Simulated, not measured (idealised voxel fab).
process module | voxel transistor to metal
cross-section cut | 180 nm wide | cells 5 nm
A cross-section is a grid of square cells, given in bands from the top down. A band is one or more rows of cells.
Each band's line starts with the height of the band's top and of its bottom, in nm. Then come its materials from left to right, each with its width in nm. One material with "throughout" fills the band from edge to edge. "air" is empty space.
Height 0 is the level under which the wafer as received is all one material. The lowest band goes on downwards, as in "0 down".
A width such as "30 to 40" changes by the same amount from each row of cells to the next, from the band's top row to its bottom row.
"no change" after a step means that no cell of the cross-section changed.
closed voids: empty space of 8 cells or more with no open way to the top, each as width x height at its distance from the left edge, in nm
after a step's settings: what the simulator itself notes on the step
overlay nm, on a step with a mask: how far to the right of its planned place the mask lay; to the left if negative
plan
1 op RECEIVE | material Si
2 op CONFORMAL_DEP | material SiO2 | thk nm 5
3 op CONFORMAL_DEP | material SiN | thk nm 15
4 op MASKED_ETCH | tone cover | mask id ACTIVE | width nm 100 | etch materials SiN | depth nm 15 | overlay nm 0
5 op MASKED_ETCH | tone cover | mask id ACTIVE | width nm 100 | etch materials SiO2 | depth nm 5 | overlay nm 0
6 op MASKED_ETCH | tone cover | mask id ACTIVE | width nm 100 | etch materials Si | depth nm 20 | overlay nm 0
7 op OXIDIZE | depth nm 5
8 op FILL_DEP | material SiO2 | thk nm 10
9 op CMP | height nm 20
10 op SELECTIVE_ETCH | etch materials SiO2 | depth nm 10
11 op STRIP | etch materials SiN
12 op SELECTIVE_ETCH | etch materials SiO2 | depth nm 5
13 op OXIDIZE | depth nm 5
14 op DIRECTIONAL_DEP | material polySi | thk nm 25
15 op DIRECTIONAL_DEP | material SiCN | thk nm 10
16 op DIRECTIONAL_DEP | material aC | thk nm 10
17 op PATTERN | tone cover | mask id GATE | material resist | width nm 20 | thk nm 30 | overlay nm 0
18 op DIRECTIONAL_ETCH | etch materials aC | depth nm 10
19 op STRIP | etch materials resist
20 op DIRECTIONAL_ETCH | etch materials SiCN | depth nm 20
21 op DIRECTIONAL_ETCH | etch materials polySi | depth nm 35
22 op STRIP | etch materials aC
23 op CONFORMAL_DEP | material SiN | thk nm 10
24 op DIRECTIONAL_ETCH | etch materials SiN | depth nm 10
25 op DIRECTIONAL_ETCH | etch materials SiO2 | depth nm 5
26 op DIRECTIONAL_ETCH | etch materials Si | depth nm 10
27 op EPI | material nSi | thk nm 10
28 op FILL_DEP | material SiO2 | thk nm 5
29 op CMP | height nm 35
30 op DIRECTIONAL_DEP | material SiO2 | thk nm 15
31 op MASKED_ETCH | tone open | mask id CONTACT | width nm 20 | pitch nm 70 | etch materials SiO2 | depth nm 55 | overlay nm 0
32 op CONFORMAL_DEP | material TiN | thk nm 5
33 op FILL_DEP | material W | thk nm 5
34 op CMP | height nm 50
35 op DIRECTIONAL_DEP | material TiN | thk nm 5
36 op DIRECTIONAL_DEP | material Ru | thk nm 20
37 op MASKED_ETCH | tone cover | mask id METAL_1 | width nm 20 | pitch nm 70 | etch materials Ru | depth nm 20 | overlay nm 0
38 op MASKED_ETCH | tone cover | mask id METAL_1 | width nm 20 | pitch nm 70 | etch materials TiN | depth nm 5 | overlay nm 0
39 op FILL_DEP | material lowk | thk nm 10
40 op CMP | height nm 75
41 op CONFORMAL_DEP | material SiCN | thk nm 5
42 op DIRECTIONAL_DEP | material lowk | thk nm 30
43 op DIRECTIONAL_DEP | material aC | thk nm 10
44 op PATTERN | tone open | mask id METAL_2_HOLES | material resist | width nm 15 | pitch nm 70 | thk nm 30 | overlay nm 0
45 op DIRECTIONAL_ETCH | etch materials aC | depth nm 10
46 op STRIP | etch materials resist
47 op DIRECTIONAL_ETCH | etch materials lowk | depth nm 30
48 op STRIP | etch materials aC
49 op PATTERN | tone open | mask id METAL_2 | material resist | width nm 20 | pitch nm 70 | thk nm 20 | overlay nm 0
50 op DIRECTIONAL_ETCH | etch materials lowk | depth nm 15
51 op DIRECTIONAL_ETCH | etch materials SiCN | depth nm 5
52 op STRIP | etch materials resist
53 op CONFORMAL_DEP | material TiN | thk nm 5
54 op FILL_DEP | material Ru | thk nm 5
55 op CMP | height nm 110
56 op CONFORMAL_DEP | material SiN | thk nm 5
as received, after step 1
  0 down: Si throughout
  closed voids: none
a wafer at the end: this start, this plan, one mistake
  115 to 110: SiN throughout
  110 to 100: lowk 45 | TiN 5 | Ru 10 | TiN 5 | lowk 50 | TiN 5 | Ru 10 | TiN 5 | lowk 45
  100 to 95: lowk 45 | TiN 5 | Ru 5 | TiN 10 | lowk 50 | TiN 5 | Ru 5 | TiN 10 | lowk 45
  95 to 80: lowk 45 | TiN 5 | Ru 5 | TiN 5 | lowk 55 | TiN 5 | Ru 5 | TiN 5 | lowk 50
  80 to 75: SiCN 45 | TiN 15 | SiCN 55 | TiN 15 | SiCN 50
  75 to 55: lowk 45 | Ru 20 | lowk 50 | Ru 20 | lowk 45
  55 to 50: lowk 45 | TiN 20 | lowk 50 | TiN 20 | lowk 45
  50 to 35: polySi throughout
  35 to 25: SiO2 70 | SiN 10 | SiCN 20 | SiN 10 | SiO2 70
  25 to 5: SiO2 70 | SiN 10 | polySi 20 | SiN 10 | SiO2 70
  5 to 0: SiO2 35 | SiN 10 | SiO2 15 | nSi 10 | SiN 10 | polySi 20 | SiN 10 | nSi 10 | SiO2 15 | SiN 10 | SiO2 35
  0 to -5: SiO2 60 | nSi 10 | SiO2 40 | nSi 10 | SiO2 60
  -5 to -15: SiO2 45 | nSi 25 | Si 40 | nSi 25 | SiO2 45
  -15 to -25: SiO2 45 | Si 90 | SiO2 45
  -25 down: Si throughout
  closed voids: none
what went wrong: step 30 ran as: op DIRECTIONAL_DEP | material polySi | thk nm 15
